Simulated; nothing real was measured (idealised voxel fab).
The document below concerns the process module designated voxel lift off.
Section shown: cut. Width: 285 nm. Cell size: 5 nm, square.
Format of a cross-section: grid, square cells. Given as bands. Order: top down. Band: one or more rows of cells. The entry gives the band's vertical extent as a top height and a bottom height in nm, then its horizontal make-up as materials from left to right, each with a width in nm. "empty" stands for empty space; a single material marked "throughout" fills the band edge to edge. Height reference: 0 = level under which incoming wafer is all one material. Lowest band: no bottom, runs on downward, e.g. "z 0 and below". Quick explanation for "30->40": the width changes in equal steps down the rows of cells, from the first number in the band's top row to the second number in its bottom row. Step note "nothing was modified" = no cross-section cell changed. Voids not open to the top, 8 cells minimum: see "Listed closed voids". Written width x height at distance; distance is from the left edge; nm. Post-settings text on a step line: simulator's own remark regarding the step. overlay nm: on a step with a mask, how far right of its planned place the mask lay; negative means left.

-- Steps in the process plan
- 1: RECEIVE [material Si]
- 2: CONFORMAL_DEP [material Al2O3] [thk nm 15]
- 3: PATTERN [tone open] [mask id LINES] [material resist] [width nm 20] [pitch nm 40] [thk nm 30] [overlay nm 0]
- 4: DIRECTIONAL_DEP [material Ru] [thk nm 15]
- 5: STRIP [etch materials resist]
- 6: CONFORMAL_DEP [material SiO2] [thk nm 5]

-- The first of the two wafers, which ran as planned

-- Incoming wafer, cross-sectional view, post step 1
z 0 and below | Si throughout
Listed closed voids: none

-- The wafer in cross-section once step 2 is complete
z 15 to 0 | Al2O3 throughout
All layers under 0 are left as they were.

-- The wafer in cross-section once step 3 is complete
z 45 to 15 | resist=70 / empty=20 / resist=20 / empty=20 / resist=20 / empty=20 / resist=20 / empty=20 / resist=75
All layers under 15 are left as they were.

-- The wafer in cross-section once step 4 is complete
z 60 to 45 | Ru=70 / empty=20 / Ru=20 / empty=20 / Ru=20 / empty=20 / Ru=20 / empty=20 / Ru=75
z 45 to 30 | resist=70 / empty=20 / resist=20 / empty=20 / resist=20 / empty=20 / resist=20 / empty=20 / resist=75
z 30 to 15 | resist=70 / Ru=20 / resist=20 / Ru=20 / resist=20 / Ru=20 / resist=20 / Ru=20 / resist=75
All layers under 15 are left as they were.

-- The wafer in cross-section once step 5 is complete
z 30 to 15 | empty=70 / Ru=20 / empty=20 / Ru=20 / empty=20 / Ru=20 / empty=20 / Ru=20 / empty=75
All layers under 15 are left as they were.

-- The wafer in cross-section once step 6 is complete
z 35 to 30 | empty=65 / SiO2=30 / empty=10 / SiO2=30 / empty=10 / SiO2=30 / empty=10 / SiO2=30 / empty=70
z 30 to 20 | empty=65 / SiO2=5 / Ru=20 / SiO2=5 / empty=10 / SiO2=5 / Ru=20 / SiO2=5 / empty=10 / SiO2=5 / Ru=20 / SiO2=5 / empty=10 / SiO2=5 / Ru=20 / SiO2=5 / empty=70
z 20 to 15 | SiO2=70 / Ru=20 / SiO2=20 / Ru=20 / SiO2=20 / Ru=20 / SiO2=20 / Ru=20 / SiO2=75
All layers under 15 are left as they were.

-- Wafer two. Same start, same plan, one slip in execution. Same as wafer one through step 1, inclusive

-- Second wafer, cut view, end of step 2 per plan
z 30 to 0 | Al2O3 throughout
All layers under 0 are left as they were.

-- Second wafer, cut view, end of step 3 per plan
z 60 to 30 | resist=70 / empty=20 / resist=20 / empty=20 / resist=20 / empty=20 / resist=20 / empty=20 / resist=75
All layers under 30 are left as they were.

-- Second wafer, cut view, end of step 4 per plan
z 75 to 60 | Ru=70 / empty=20 / Ru=20 / empty=20 / Ru=20 / empty=20 / Ru=20 / empty=20 / Ru=75
z 60 to 45 | resist=70 / empty=20 / resist=20 / empty=20 / resist=20 / empty=20 / resist=20 / empty=20 / resist=75
z 45 to 30 | resist=70 / Ru=20 / resist=20 / Ru=20 / resist=20 / Ru=20 / resist=20 / Ru=20 / resist=75
All layers under 30 are left as they were.

-- Second wafer, cut view, end of step 5 per plan
z 45 to 30 | empty=70 / Ru=20 / empty=20 / Ru=20 / empty=20 / Ru=20 / empty=20 / Ru=20 / empty=75
All layers under 30 are left as they were.

-- Second wafer, cut view, end of step 6 per plan
z 50 to 45 | empty=65 / SiO2=30 / empty=10 / SiO2=30 / empty=10 / SiO2=30 / empty=10 / SiO2=30 / empty=70
z 45 to 35 | empty=65 / SiO2=5 / Ru=20 / SiO2=5 / empty=10 / SiO2=5 / Ru=20 / SiO2=5 / empty=10 / SiO2=5 / Ru=20 / SiO2=5 / empty=10 / SiO2=5 / Ru=20 / SiO2=5 / empty=70
z 35 to 30 | SiO2=70 / Ru=20 / SiO2=20 / Ru=20 / SiO2=20 / Ru=20 / SiO2=20 / Ru=20 / SiO2=75
All layers under 30 are left as they were.
Deviation noted in wafer processing: step 2 from the plan got run twice
In the final state, the cell counts of the second wafer exceed or fall short of those of the first for the following materials: Al2O3 +171
